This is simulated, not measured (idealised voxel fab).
The name of this process module is voxel spacer lines.
Pictured: cross-section cut, 175 nm wide, on a grid of 5 nm square cells.
Cross-section = grid of square cells, listed top down in bands; band = one or more rows.
Per band: top height and bottom height in nm, followed by the left-to-right materials and their widths in nm; "throughout" marks a single material spanning edge to edge, "air" marks empty space.
The reference from which all heights are counted is 0, the level beneath which the as-received wafer is entirely one material; the lowest band, having no lower bound, proceeds downward and is written after the example "0 nm and below".
Top row gets the first number, bottom row gets the second, and each row in between changes by the same step: that is how a band width like "30..40" works.
Step note "remained unchanged" = no cross-section cell changed.
The list in "Non-vented voids" covers empty spaces of 8 cells or more that cannot reach the top through any open way, and it gives each as width x height at distance; the distance is from the left edge, and width, height and distance are in nm.
Past the settings on a step's line: simulator remark, on that step.
For masked steps, "overlay nm" on the step line gives how far right of plan the mask actually lay; a minus sign means it lay to the left.

The following list gives the planned process steps:
1 op RECEIVE | material Si
2 op CONFORMAL_DEP | material Al2O3 | thk nm 5
3 op DIRECTIONAL_DEP | material SiN | thk nm 15
4 op DIRECTIONAL_DEP | material aC | thk nm 25
5 op PATTERN | tone cover | mask id MANDREL | material resist | width nm 15 | pitch nm 50 | thk nm 30 | overlay nm 0
6 op DIRECTIONAL_ETCH | etch materials aC | depth nm 25
7 op STRIP | etch materials resist
8 op CONFORMAL_DEP | material SiO2 | thk nm 10
9 op DIRECTIONAL_ETCH | etch materials SiO2 | depth nm 10
10 op STRIP | etch materials aC
11 op DIRECTIONAL_ETCH | etch materials SiN | depth nm 15
12 op STRIP | etch materials SiO2

As received (post step 1): cross-section:
* 0 nm and below: Si throughout
* Non-vented voids: none

Cross-section at module end, one run error; start and plan unchanged from above:
* 45 nm to 20 nm: Al2O3 throughout
* 20 nm to 5 nm: SiN throughout
* 5 nm to 0 nm: Al2O3 throughout
* 0 nm and below: Si throughout
* Non-vented voids: none
Finding, execution versus plan: contrary to plan, step 4 was performed as op DIRECTIONAL_DEP | material Al2O3 | thk nm 25
